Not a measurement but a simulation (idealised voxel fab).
process module | voxel self aligned vias
Displayed cross-section: cut, width of 190 nm, square cells sized 5 nm.
For the purposes of this document, a cross-section shall be understood as a grid of square cells, specified as bands listed in top-to-bottom order, each band consisting of one or more rows of cells.
Look at the band entry: it leads with the top's height and the bottom's height in nm. Then it lists the materials left to right, with a width in nm for each. The word "full width" on a single material says that material fills the band edge to edge. The word "blank" is empty space.
Below 0: as-received wafer, all one material; heights counted from there. Lowest band: no bottom, goes on down, written "from 0 down".
The two numbers in a width such as "30..40" mark its ends across the band: the first belongs to the top row of cells, the second to the bottom row, and from each row to the next the width moves by the same amount.
"remains unaltered" for a step: no cell of the cross-section changed in that step.
In "Trapped cavities" the enclosed voids are listed, meaning empty spaces of 8 cells or larger without any opening to the top. The form is width x height at distance, distance from the left edge, units nm.
Where a step's line continues beyond its settings, the continuation is a remark by the simulator itself on that step.
When a step includes a mask, the "overlay nm" setting on its line states how far to the right of its planned place that mask lay, and negative values state how far to the left.
**List of planned process steps**
1 RECEIVE [material Si]
2 CONFORMAL_DEP [material SiO2] [thk nm 15]
3 CONFORMAL_DEP [material SiCN] [thk nm 5]
4 DIRECTIONAL_DEP [material SiO2] [thk nm 30]
5 PATTERN [tone open] [mask id LINES] [material resist] [width nm 20] [pitch nm 60] [thk nm 20] [overlay nm 0]
6 DIRECTIONAL_ETCH [etch materials SiO2] [depth nm 30]
7 STRIP [etch materials resist]
8 CONFORMAL_DEP [material TiN] [thk nm 5]
9 FILL_DEP [material Ru] [thk nm 10]
10 CMP [height nm 50]
11 SELECTIVE_ETCH [etch materials W Ru TiN] [depth nm 5]
12 FILL_DEP [material SiN] [thk nm 10]
13 CMP [height nm 50]
14 DIRECTIONAL_DEP [material SiO2] [thk nm 15]
15 PATTERN [tone open] [mask id VIAS] [material resist] [width nm 40] [thk nm 15] [overlay nm 0]
16 DIRECTIONAL_ETCH [etch materials SiO2] [depth nm 15]
17 DIRECTIONAL_ETCH [etch materials SiN] [depth nm 5]
18 STRIP [etch materials resist]
19 CONFORMAL_DEP [material TiN] [thk nm 5]
20 FILL_DEP [material Ru] [thk nm 5]
21 CMP [height nm 65]
22 CONFORMAL_DEP [material SiN] [thk nm 5]
**So, the first of our two wafers, run just as we planned it**
**Delivered wafer in cross-section: state after step 1**
    from 0 down = Si full width
    Trapped cavities: none
**Presented here is a cross-section of the wafer after step 2 has been performed**
    from 15 to 0 = SiO2 full width
    Lower than 0, everything is as it was.
**Presented here is a cross-section of the wafer after step 3 has been performed**
    from 20 to 15 = SiCN full width
    Lower than 15, everything is as it was.
**Presented here is a cross-section of the wafer after step 4 has been performed**
    from 50 to 20 = SiO2 full width
    Lower than 20, everything is as it was.
**Presented here is a cross-section of the wafer after step 5 has been performed**
    from 70 to 50 = resist (55); blank (20); resist (40); blank (20); resist (55)
    Lower than 50, everything is as it was.
**Presented here is a cross-section of the wafer after step 6 has been performed**
    from 70 to 50 = resist (55); blank (20); resist (40); blank (20); resist (55)
    from 50 to 20 = SiO2 (55); blank (20); SiO2 (40); blank (20); SiO2 (55)
    Lower than 20, everything is as it was.
**Presented here is a cross-section of the wafer after step 7 has been performed**
    from 50 to 20 = SiO2 (55); blank (20); SiO2 (40); blank (20); SiO2 (55)
    Lower than 20, everything is as it was.
**Presented here is a cross-section of the wafer after step 8 has been performed**
    from 55 to 50 = TiN (60); blank (10); TiN (50); blank (10); TiN (60)
    from 50 to 25 = SiO2 (55); TiN (5); blank (10); TiN (5); SiO2 (40); TiN (5); blank (10); TiN (5); SiO2 (55)
    from 25 to 20 = SiO2 (55); TiN (20); SiO2 (40); TiN (20); SiO2 (55)
    Lower than 20, everything is as it was.
**Presented here is a cross-section of the wafer after step 9 has been performed**
    from 65 to 55 = Ru full width
    from 55 to 50 = TiN (60); Ru (10); TiN (50); Ru (10); TiN (60)
    from 50 to 25 = SiO2 (55); TiN (5); Ru (10); TiN (5); SiO2 (40); TiN (5); Ru (10); TiN (5); SiO2 (55)
    Lower than 25, everything is as it was.
**Presented here is a cross-section of the wafer after step 10 has been performed**
    from 50 to 25 = SiO2 (55); TiN (5); Ru (10); TiN (5); SiO2 (40); TiN (5); Ru (10); TiN (5); SiO2 (55)
    Lower than 25, everything is as it was.
**Presented here is a cross-section of the wafer after step 11 has been performed**
    from 50 to 45 = SiO2 (55); blank (20); SiO2 (40); blank (20); SiO2 (55)
    Lower than 45, everything is as it was.
**Presented here is a cross-section of the wafer after step 12 has been performed**
    from 60 to 50 = SiN full width
    from 50 to 45 = SiO2 (55); SiN (20); SiO2 (40); SiN (20); SiO2 (55)
    Lower than 45, everything is as it was.
**Presented here is a cross-section of the wafer after step 13 has been performed**
    from 50 to 45 = SiO2 (55); SiN (20); SiO2 (40); SiN (20); SiO2 (55)
    Lower than 45, everything is as it was.
**Presented here is a cross-section of the wafer after step 14 has been performed**
    from 65 to 50 = SiO2 full width
    Lower than 50, everything is as it was.
**Presented here is a cross-section of the wafer after step 15 has been performed**
    from 80 to 65 = resist (45); blank (40); resist (105)
    Lower than 65, everything is as it was.
**Presented here is a cross-section of the wafer after step 16 has been performed**
    from 80 to 65 = resist (45); blank (40); resist (105)
    from 65 to 50 = SiO2 (45); blank (40); SiO2 (105)
    Lower than 50, everything is as it was.
**Presented here is a cross-section of the wafer after step 17 has been performed**
    from 80 to 65 = resist (45); blank (40); resist (105)
    from 65 to 50 = SiO2 (45); blank (40); SiO2 (105)
    from 50 to 45 = SiO2 (55); blank (20); SiO2 (40); SiN (20); SiO2 (55)
    Lower than 45, everything is as it was.
**Presented here is a cross-section of the wafer after step 18 has been performed**
    from 65 to 50 = SiO2 (45); blank (40); SiO2 (105)
    Lower than 50, everything is as it was.
**Presented here is a cross-section of the wafer after step 19 has been performed**
    from 70 to 65 = TiN (50); blank (30); TiN (110)
    from 65 to 55 = SiO2 (45); TiN (5); blank (30); TiN (5); SiO2 (105)
    from 55 to 50 = SiO2 (45); TiN (15); blank (10); TiN (15); SiO2 (105)
    from 50 to 45 = SiO2 (55); TiN (20); SiO2 (40); SiN (20); SiO2 (55)
    Lower than 45, everything is as it was.
**Presented here is a cross-section of the wafer after step 20 has been performed**
    from 75 to 70 = Ru full width
    from 70 to 65 = TiN (50); Ru (30); TiN (110)
    from 65 to 55 = SiO2 (45); TiN (5); Ru (30); TiN (5); SiO2 (105)
    from 55 to 50 = SiO2 (45); TiN (15); Ru (10); TiN (15); SiO2 (105)
    Lower than 50, everything is as it was.
**Presented here is a cross-section of the wafer after step 21 has been performed**
    from 65 to 55 = SiO2 (45); TiN (5); Ru (30); TiN (5); SiO2 (105)
    Lower than 55, everything is as it was.
**Presented here is a cross-section of the wafer after step 22 has been performed**
    from 70 to 65 = SiN full width
    Lower than 65, everything is as it was.
**What follows concerns the second wafer, which started out like the first and was meant to follow the very same plan; one mistake crept in when it was run, but everything up to and including step 18 is the same as for the first wafer**
**Here is the second wafer in cross-section at the point where step 19 of the plan should have been done**
    from 70 to 65 = SiCN (50); blank (30); SiCN (110)
    from 65 to 55 = SiO2 (45); SiCN (5); blank (30); SiCN (5); SiO2 (105)
    from 55 to 50 = SiO2 (45); SiCN (15); blank (10); SiCN (15); SiO2 (105)
    from 50 to 45 = SiO2 (55); SiCN (20); SiO2 (40); SiN (20); SiO2 (55)
    Lower than 45, everything is as it was.
**Here is the second wafer in cross-section at the point where step 20 of the plan should have been done**
    from 75 to 70 = Ru full width
    from 70 to 65 = SiCN (50); Ru (30); SiCN (110)
    from 65 to 55 = SiO2 (45); SiCN (5); Ru (30); SiCN (5); SiO2 (105)
    from 55 to 50 = SiO2 (45); SiCN (15); Ru (10); SiCN (15); SiO2 (105)
    Lower than 50, everything is as it was.
**Here is the second wafer in cross-section at the point where step 21 of the plan should have been done**
    from 65 to 55 = SiO2 (45); SiCN (5); Ru (30); SiCN (5); SiO2 (105)
    Lower than 55, everything is as it was.
**Here is the second wafer in cross-section at the point where step 22 of the plan should have been done**
    from 70 to 65 = SiN full width
    Lower than 65, everything is as it was.
What was done differently from what was planned? step 19 ran as: CONFORMAL_DEP [material SiCN] [thk nm 5]
At the finish, the second wafer shows more or fewer cells for some materials than the first does: 14 more of SiCN; 14 fewer of TiN
